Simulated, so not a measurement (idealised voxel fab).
process module | voxel plated lines
cross-section cut | 240 nm wide | cells 5 nm
A cross-section is a grid of square cells, given in bands from the top down. A band is one or more rows of cells.
Each band's line starts with the height of the band's top and of its bottom, in nm. Then come its materials from left to right, each with its width in nm. One material with "throughout" fills the band from edge to edge. "air" is empty space.
Height 0 is the level under which the wafer as received is all one material. The lowest band goes on downwards, as in "0 down".
A width such as "30 to 40" changes by the same amount from each row of cells to the next, from the band's top row to its bottom row.
"no change" after a step means that no cell of the cross-section changed.
closed voids: empty space of 8 cells or more with no open way to the top, each as width x height at its distance from the left edge, in nm
after a step's settings: what the simulator itself notes on the step
overlay nm, on a step with a mask: how far to the right of its planned place the mask lay; to the left if negative
plan
1 op RECEIVE | material Si
2 op CONFORMAL_DEP | material SiO2 | thk nm 5
3 op DIRECTIONAL_DEP | material TiN | thk nm 5
4 op PATTERN | tone open | mask id LINES | material resist | width nm 30 | pitch nm 45 | thk nm 35 | overlay nm 0
5 op EPI | material Ru | thk nm 10
6 op EPI | material Ru | thk nm 10
7 op EPI | material Ru | thk nm 10
8 op STRIP | etch materials resist
9 op DIRECTIONAL_ETCH | etch materials TiN | depth nm 5
10 op CONFORMAL_DEP | material SiCN | thk nm 5
as received, after step 1
  0 down: Si throughout
  closed voids: none
a wafer at the end: this start, this plan, one mistake
  15 to 10: SiCN throughout
  10 to 5: SiO2 throughout
  5 to 0: TiN throughout
  0 down: Si throughout
  closed voids: none
what went wrong: steps 2 and 3 were swapped
